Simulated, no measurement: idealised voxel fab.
process module | voxel ribs on slabs
cross-section cut | 265 nm wide | cells 5 nm
A cross-section is a grid of square cells, given in bands from the top down. A band is one or more rows of cells.
Each band's line starts with the height of the band's top and of its bottom, in nm. Then come its materials from left to right, each with its width in nm. One material with "throughout" fills the band from edge to edge. "air" is empty space.
Height 0 is the level under which the wafer as received is all one material. The lowest band goes on downwards, as in "0 down".
A width such as "30 to 40" changes by the same amount from each row of cells to the next, from the band's top row to its bottom row.
"no change" after a step means that no cell of the cross-section changed.
closed voids: empty space of 8 cells or more with no open way to the top, each as width x height at its distance from the left edge, in nm
after a step's settings: what the simulator itself notes on the step
overlay nm, on a step with a mask: how far to the right of its planned place the mask lay; to the left if negative
plan
1 op RECEIVE | material Si
2 op DIRECTIONAL_DEP | material SiO2 | thk nm 30
3 op DIRECTIONAL_DEP | material polySi | thk nm 20
4 op DIRECTIONAL_DEP | material aC | thk nm 10
5 op PATTERN | tone cover | mask id RIB | material resist | width nm 15 | thk nm 25 | overlay nm 0
6 op DIRECTIONAL_ETCH | etch materials aC | depth nm 10
7 op STRIP | etch materials resist
8 op DIRECTIONAL_ETCH | etch materials polySi | depth nm 10
9 op STRIP | etch materials aC
10 op MASKED_ETCH | tone cover | mask id SLAB | width nm 85 | etch materials polySi | depth nm 10 | overlay nm 0
11 op FILL_DEP | material SiO2 | thk nm 30
12 op CMP | height nm 70
13 op DIRECTIONAL_DEP | material TiN | thk nm 5
14 op DIRECTIONAL_DEP | material aC | thk nm 10
15 op PATTERN | tone cover | mask id HEATER | material resist | width nm 35 | thk nm 30 | overlay nm 0
16 op DIRECTIONAL_ETCH | etch materials aC | depth nm 10
17 op STRIP | etch materials resist
18 op DIRECTIONAL_ETCH | etch materials TiN | depth nm 5
19 op STRIP | etch materials aC
20 op CONFORMAL_DEP | material SiN | thk nm 5
varied across the wafers: width nm of step 5. The plan shows the first wafer's value. All wafers start alike
first wafer as received, after step 1
  0 down: Si throughout
  closed voids: none
each wafer at the end: cells of each material gained (+) or lost (-) since it was received, then its closed voids
width nm 15 | +55 SiN | +702 SiO2 | +7 TiN | +40 polySi | closed voids: none
width nm 20 | +55 SiN | +700 SiO2 | +7 TiN | +42 polySi | closed voids: none
width nm 25 | +55 SiN | +698 SiO2 | +7 TiN | +44 polySi | closed voids: none
width nm 30 | +55 SiN | +696 SiO2 | +7 TiN | +46 polySi | closed voids: none
width nm 35 | +55 SiN | +694 SiO2 | +7 TiN | +48 polySi | closed voids: none
width nm 40 | +55 SiN | +692 SiO2 | +7 TiN | +50 polySi | closed voids: none
